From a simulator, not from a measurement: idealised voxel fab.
Process module in this document: voxel gate over fins
Cross-section cut spans 195 nm and uses square cells 5 nm in size.
If you're reading a cross-section in this doc, picture square cells in a grid; it comes to you as bands, top ones listed first down to the bottom, and a band can be one or more rows of cells.
Within each band entry, the heights of the top and of the bottom of the band appear first, in that order and in nm; the materials of the band then follow from left to right, each with its corresponding width in nm. The designation "all across" on a single material indicates that it fills the band from edge to edge; the designation "blank" indicates empty space.
Counting heights begins at 0, where everything beneath is, in the wafer as received, one material. The lowest band has no bottom; it goes on downwards, as "0 -> down" shows.
Width "30 to 40": first value at the band's top row of cells, second value at its bottom row, equal change from row to row.
You'll sometimes find "nothing altered" written for a step, and that's the way of saying that nowhere in the cross-section did a cell change during that step.
What "Fully enclosed voids" gives you is every empty space of 8 cells or more that is cut off from the top. Each appears as width x height at distance, with the distance taken from the left edge and width, height and distance all in nm.
Post-settings text on a step line: simulator's own remark regarding the step.
overlay nm: step with mask; distance mask lay right of planned place; negative value = left of planned place.
Steps in the process plan:
1: RECEIVE [material Si]
2: CONFORMAL_DEP [material SiN] [thk nm 5]
3: DIRECTIONAL_DEP [material aC] [thk nm 10]
4: PATTERN [tone cover] [mask id FINS] [material resist] [width nm 15] [pitch nm 40] [thk nm 25] [overlay nm 0]
5: DIRECTIONAL_ETCH [etch materials aC] [depth nm 10]
6: STRIP [etch materials resist]
7: DIRECTIONAL_ETCH [etch materials SiN] [depth nm 5]
8: DIRECTIONAL_ETCH [etch materials Si] [depth nm 40]
9: STRIP [etch materials aC]
10: OXIDIZE [depth nm 5]
11: FILL_DEP [material SiO2] [thk nm 15]
12: CMP [height nm 5]
13: SELECTIVE_ETCH [etch materials SiO2] [depth nm 15]
14: STRIP [etch materials SiN]
15: CONFORMAL_DEP [material HfO2] [thk nm 5]
16: CONFORMAL_DEP [material TiN] [thk nm 5]
17: CONFORMAL_DEP [material TiAl] [thk nm 5]
18: CONFORMAL_DEP [material TiN] [thk nm 5]
19: FILL_DEP [material W] [thk nm 10]
20: CMP [height nm 25]
21: CONFORMAL_DEP [material SiN] [thk nm 10]
First wafer of two (run as planned):
as received, after step 1:
0 -> down | Si all across
Fully enclosed voids: none
So this is the wafer cross-section right after step 2:
5 -> 0 | SiN all across
Note: structure below 0 unchanged.
So this is the wafer cross-section right after step 3:
15 -> 5 | aC all across
Note: structure below 5 unchanged.
So this is the wafer cross-section right after step 4:
40 -> 15 | blank 70 nm, resist 15 nm, blank 25 nm, resist 15 nm, blank 70 nm
Note: structure below 15 unchanged.
So this is the wafer cross-section right after step 5:
30 -> 15 | blank 70 nm, resist 15 nm, blank 25 nm, resist 15 nm, blank 70 nm
15 -> 5 | blank 70 nm, aC 15 nm, blank 25 nm, aC 15 nm, blank 70 nm
Note: structure below 5 unchanged.
So this is the wafer cross-section right after step 6:
15 -> 5 | blank 70 nm, aC 15 nm, blank 25 nm, aC 15 nm, blank 70 nm
Note: structure below 5 unchanged.
So this is the wafer cross-section right after step 7:
15 -> 5 | blank 70 nm, aC 15 nm, blank 25 nm, aC 15 nm, blank 70 nm
5 -> 0 | blank 70 nm, SiN 15 nm, blank 25 nm, SiN 15 nm, blank 70 nm
Note: structure below 0 unchanged.
So this is the wafer cross-section right after step 8:
15 -> 5 | blank 70 nm, aC 15 nm, blank 25 nm, aC 15 nm, blank 70 nm
5 -> 0 | blank 70 nm, SiN 15 nm, blank 25 nm, SiN 15 nm, blank 70 nm
0 -> -40 | blank 70 nm, Si 15 nm, blank 25 nm, Si 15 nm, blank 70 nm
Note: structure below -40 unchanged.
So this is the wafer cross-section right after step 9:
5 -> 0 | blank 70 nm, SiN 15 nm, blank 25 nm, SiN 15 nm, blank 70 nm
Note: structure below 0 unchanged.
So this is the wafer cross-section right after step 10:
5 -> 0 | blank 70 nm, SiN 15 nm, blank 25 nm, SiN 15 nm, blank 70 nm
0 -> -40 | blank 70 nm, SiO2 5 nm, Si 5 nm, SiO2 5 nm, blank 25 nm, SiO2 5 nm, Si 5 nm, SiO2 5 nm, blank 70 nm
-40 -> -45 | SiO2 75 nm, Si 5 nm, SiO2 35 nm, Si 5 nm, SiO2 75 nm
Note: structure below -45 unchanged.
So this is the wafer cross-section right after step 11:
20 -> 5 | SiO2 all across
5 -> 0 | SiO2 70 nm, SiN 15 nm, SiO2 25 nm, SiN 15 nm, SiO2 70 nm
0 -> -45 | SiO2 75 nm, Si 5 nm, SiO2 35 nm, Si 5 nm, SiO2 75 nm
Note: structure below -45 unchanged.
So this is the wafer cross-section right after step 12:
5 -> 0 | SiO2 70 nm, SiN 15 nm, SiO2 25 nm, SiN 15 nm, SiO2 70 nm
Note: structure below 0 unchanged.
So this is the wafer cross-section right after step 13:
5 -> 0 | blank 70 nm, SiN 15 nm, blank 25 nm, SiN 15 nm, blank 70 nm
0 -> -10 | blank 75 nm, Si 5 nm, blank 35 nm, Si 5 nm, blank 75 nm
Note: structure below -10 unchanged.
So this is the wafer cross-section right after step 14:
0 -> -10 | blank 75 nm, Si 5 nm, blank 35 nm, Si 5 nm, blank 75 nm
Note: structure below -10 unchanged.
So this is the wafer cross-section right after step 15:
5 -> 0 | blank 70 nm, HfO2 15 nm, blank 25 nm, HfO2 15 nm, blank 70 nm
0 -> -5 | blank 70 nm, HfO2 5 nm, Si 5 nm, HfO2 5 nm, blank 25 nm, HfO2 5 nm, Si 5 nm, HfO2 5 nm, blank 70 nm
-5 -> -10 | HfO2 75 nm, Si 5 nm, HfO2 35 nm, Si 5 nm, HfO2 75 nm
Note: structure below -10 unchanged.
So this is the wafer cross-section right after step 16:
10 -> 5 | blank 65 nm, TiN 25 nm, blank 15 nm, TiN 25 nm, blank 65 nm
5 -> 0 | blank 65 nm, TiN 5 nm, HfO2 15 nm, TiN 5 nm, blank 15 nm, TiN 5 nm, HfO2 15 nm, TiN 5 nm, blank 65 nm
0 -> -5 | TiN 70 nm, HfO2 5 nm, Si 5 nm, HfO2 5 nm, TiN 25 nm, HfO2 5 nm, Si 5 nm, HfO2 5 nm, TiN 70 nm
Note: structure below -5 unchanged.
So this is the wafer cross-section right after step 17:
15 -> 10 | blank 60 nm, TiAl 35 nm, blank 5 nm, TiAl 35 nm, blank 60 nm
10 -> 5 | blank 60 nm, TiAl 5 nm, TiN 25 nm, TiAl 5 nm, blank 5 nm, TiAl 5 nm, TiN 25 nm, TiAl 5 nm, blank 60 nm
5 -> 0 | TiAl 65 nm, TiN 5 nm, HfO2 15 nm, TiN 5 nm, TiAl 15 nm, TiN 5 nm, HfO2 15 nm, TiN 5 nm, TiAl 65 nm
Note: structure below 0 unchanged.
So this is the wafer cross-section right after step 18:
20 -> 15 | blank 55 nm, TiN 85 nm, blank 55 nm
15 -> 10 | blank 55 nm, TiN 5 nm, TiAl 35 nm, TiN 5 nm, TiAl 35 nm, TiN 5 nm, blank 55 nm
10 -> 5 | TiN 60 nm, TiAl 5 nm, TiN 25 nm, TiAl 5 nm, TiN 5 nm, TiAl 5 nm, TiN 25 nm, TiAl 5 nm, TiN 60 nm
Note: structure below 5 unchanged.
So this is the wafer cross-section right after step 19:
30 -> 20 | W all across
20 -> 15 | W 55 nm, TiN 85 nm, W 55 nm
15 -> 10 | W 55 nm, TiN 5 nm, TiAl 35 nm, TiN 5 nm, TiAl 35 nm, TiN 5 nm, W 55 nm
Note: structure below 10 unchanged.
So this is the wafer cross-section right after step 20:
25 -> 20 | W all across
Note: structure below 20 unchanged.
So this is the wafer cross-section right after step 21:
35 -> 25 | SiN all across
Note: structure below 25 unchanged.
Now the other wafer: same start, same recipe, but we messed up one thing when running it. Up to and including step 3 it's the same as the first one:
Cross-sectional representation of the second wafer at the time designated in the plan for the completion of step 4:
40 -> 15 | resist 70 nm, blank 15 nm, resist 25 nm, blank 15 nm, resist 70 nm
Note: structure below 15 unchanged.
Cross-sectional representation of the second wafer at the time designated in the plan for the completion of step 5:
30 -> 15 | resist 70 nm, blank 15 nm, resist 25 nm, blank 15 nm, resist 70 nm
15 -> 5 | aC 70 nm, blank 15 nm, aC 25 nm, blank 15 nm, aC 70 nm
Note: structure below 5 unchanged.
Cross-sectional representation of the second wafer at the time designated in the plan for the completion of step 6:
15 -> 5 | aC 70 nm, blank 15 nm, aC 25 nm, blank 15 nm, aC 70 nm
Note: structure below 5 unchanged.
Cross-sectional representation of the second wafer at the time designated in the plan for the completion of step 7:
15 -> 5 | aC 70 nm, blank 15 nm, aC 25 nm, blank 15 nm, aC 70 nm
5 -> 0 | SiN 70 nm, blank 15 nm, SiN 25 nm, blank 15 nm, SiN 70 nm
Note: structure below 0 unchanged.
Cross-sectional representation of the second wafer at the time designated in the plan for the completion of step 8:
15 -> 5 | aC 70 nm, blank 15 nm, aC 25 nm, blank 15 nm, aC 70 nm
5 -> 0 | SiN 70 nm, blank 15 nm, SiN 25 nm, blank 15 nm, SiN 70 nm
0 -> -40 | Si 70 nm, blank 15 nm, Si 25 nm, blank 15 nm, Si 70 nm
Note: structure below -40 unchanged.
Cross-sectional representation of the second wafer at the time designated in the plan for the completion of step 9:
5 -> 0 | SiN 70 nm, blank 15 nm, SiN 25 nm, blank 15 nm, SiN 70 nm
Note: structure below 0 unchanged.
Cross-sectional representation of the second wafer at the time designated in the plan for the completion of step 10:
5 -> 0 | SiN 70 nm, blank 15 nm, SiN 25 nm, blank 15 nm, SiN 70 nm
0 -> -40 | Si 65 nm, SiO2 5 nm, blank 15 nm, SiO2 5 nm, Si 15 nm, SiO2 5 nm, blank 15 nm, SiO2 5 nm, Si 65 nm
-40 -> -45 | Si 65 nm, SiO2 25 nm, Si 15 nm, SiO2 25 nm, Si 65 nm
Note: structure below -45 unchanged.
Cross-sectional representation of the second wafer at the time designated in the plan for the completion of step 11:
20 -> 5 | SiO2 all across
5 -> 0 | SiN 70 nm, SiO2 15 nm, SiN 25 nm, SiO2 15 nm, SiN 70 nm
0 -> -45 | Si 65 nm, SiO2 25 nm, Si 15 nm, SiO2 25 nm, Si 65 nm
Note: structure below -45 unchanged.
Cross-sectional representation of the second wafer at the time designated in the plan for the completion of step 12:
5 -> 0 | SiN 70 nm, SiO2 15 nm, SiN 25 nm, SiO2 15 nm, SiN 70 nm
Note: structure below 0 unchanged.
Cross-sectional representation of the second wafer at the time designated in the plan for the completion of step 13:
5 -> 0 | SiN 70 nm, blank 15 nm, SiN 25 nm, blank 15 nm, SiN 70 nm
0 -> -10 | Si 65 nm, blank 25 nm, Si 15 nm, blank 25 nm, Si 65 nm
Note: structure below -10 unchanged.
Cross-sectional representation of the second wafer at the time designated in the plan for the completion of step 14:
0 -> -10 | Si 65 nm, blank 25 nm, Si 15 nm, blank 25 nm, Si 65 nm
Note: structure below -10 unchanged.
Cross-sectional representation of the second wafer at the time designated in the plan for the completion of step 15:
5 -> 0 | HfO2 70 nm, blank 15 nm, HfO2 25 nm, blank 15 nm, HfO2 70 nm
0 -> -5 | Si 65 nm, HfO2 5 nm, blank 15 nm, HfO2 5 nm, Si 15 nm, HfO2 5 nm, blank 15 nm, HfO2 5 nm, Si 65 nm
-5 -> -10 | Si 65 nm, HfO2 25 nm, Si 15 nm, HfO2 25 nm, Si 65 nm
Note: structure below -10 unchanged.
Cross-sectional representation of the second wafer at the time designated in the plan for the completion of step 16:
10 -> 5 | TiN 75 nm, blank 5 nm, TiN 35 nm, blank 5 nm, TiN 75 nm
5 -> 0 | HfO2 70 nm, TiN 5 nm, blank 5 nm, TiN 5 nm, HfO2 25 nm, TiN 5 nm, blank 5 nm, TiN 5 nm, HfO2 70 nm
0 -> -5 | Si 65 nm, HfO2 5 nm, TiN 15 nm, HfO2 5 nm, Si 15 nm, HfO2 5 nm, TiN 15 nm, HfO2 5 nm, Si 65 nm
Note: structure below -5 unchanged.
Cross-sectional representation of the second wafer at the time designated in the plan for the completion of step 17:
15 -> 10 | TiAl all across
10 -> 5 | TiN 75 nm, TiAl 5 nm, TiN 35 nm, TiAl 5 nm, TiN 75 nm
5 -> 0 | HfO2 70 nm, TiN 5 nm, TiAl 5 nm, TiN 5 nm, HfO2 25 nm, TiN 5 nm, TiAl 5 nm, TiN 5 nm, HfO2 70 nm
Note: structure below 0 unchanged.
Cross-sectional representation of the second wafer at the time designated in the plan for the completion of step 18:
20 -> 15 | TiN all across
Note: structure below 15 unchanged.
Cross-sectional representation of the second wafer at the time designated in the plan for the completion of step 19:
30 -> 20 | W all across
Note: structure below 20 unchanged.
Cross-sectional representation of the second wafer at the time designated in the plan for the completion of step 20:
25 -> 20 | W all across
Note: structure below 20 unchanged.
Cross-sectional representation of the second wafer at the time designated in the plan for the completion of step 21:
35 -> 25 | SiN all across
Note: structure below 25 unchanged.
So what did we get wrong on this run? rather than as planned, step 4 actually ran as PATTERN [tone open] [mask id FINS] [material resist] [width nm 15] [pitch nm 40] [thk nm 25] [overlay nm 0]
Per the end-of-run cell counts, the second wafer holds more or fewer of some materials than the first: Si: 243 more | SiO2: 189 fewer | TiAl: 4 fewer | TiN: 6 fewer | W: 44 fewer
